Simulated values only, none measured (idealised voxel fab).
This is a process module. Its name is voxel fin reveal.
Shown is cross-section cut, with a width of 215 nm and square cells of size 5 nm.
Throughout this document, each cross-section is represented as a grid of square cells and is presented as a sequence of bands enumerated from the top downward, where a band comprises one or more rows of cells. What a band's entry tells you: where the top is and where the bottom is, as heights in nm, and after that what lies inside, material by material from left to right, each with its width in nm. Empty space is written as the word "air", and a single material marked with the word "throughout" occupies the band from edge to edge. Height reference: 0 = level under which incoming wafer is all one material. Lowest band: no bottom, runs on downward, e.g. "z 0 and below". A width such as "30 to 40" changes by the same amount from each row of cells to the next, from the band's top row to its bottom row. Where the words "identical to before" appear for a step, the cross-section shows no cell changed by that step; every cell remained as before. The entry titled "Enclosed voids" provides the empty spaces that have no open way to the top, restricted to those of 8 cells or more. Each is presented as width x height at distance, the distance being measured from the left edge, with all three in nm. Where a step's line continues beyond its settings, the continuation is a remark by the simulator itself on that step. "overlay nm" on a masked step: distance the mask lay right of its planned place, negative for left.

The process steps that were planned are listed below
1 RECEIVE [material Si]
2 CONFORMAL_DEP [material SiN] [thk nm 5]
3 MASKED_ETCH [tone cover] [mask id FINS] [width nm 15] [pitch nm 40] [etch materials SiN] [depth nm 5] [overlay nm 0]
4 MASKED_ETCH [tone cover] [mask id FINS] [width nm 15] [pitch nm 40] [etch materials Si] [depth nm 30] [overlay nm 0]
5 OXIDIZE [depth nm 5]
6 FILL_DEP [material SiO2] [thk nm 10]
7 CMP [height nm 5]
8 SELECTIVE_ETCH [etch materials SiO2] [depth nm 25]
9 STRIP [etch materials SiN]

Shown in cross-section is the wafer as received, that is, as it stands after step 1
z 0 and below | Si throughout
Enclosed voids: none

Final wafer profile in cross-section after the module, from the same start and plan as above, with one mistake made during processing
z 0 to -5 | air 65 nm | Si 5 nm | air 35 nm | Si 5 nm | air 35 nm | Si 5 nm | air 65 nm
z -5 to -20 | air 55 nm | Si 15 nm | air 25 nm | Si 15 nm | air 25 nm | Si 15 nm | air 65 nm
z -20 to -35 | SiO2 55 nm | Si 15 nm | SiO2 25 nm | Si 15 nm | SiO2 25 nm | Si 15 nm | SiO2 65 nm
z -35 and below | Si throughout
Enclosed voids: none
Want to know what went wrong? step 4 went in with a setting other than planned; the actual run was MASKED_ETCH [tone cover] [mask id FINS] [width nm 15] [pitch nm 40] [etch materials Si] [depth nm 30] [overlay nm -10]
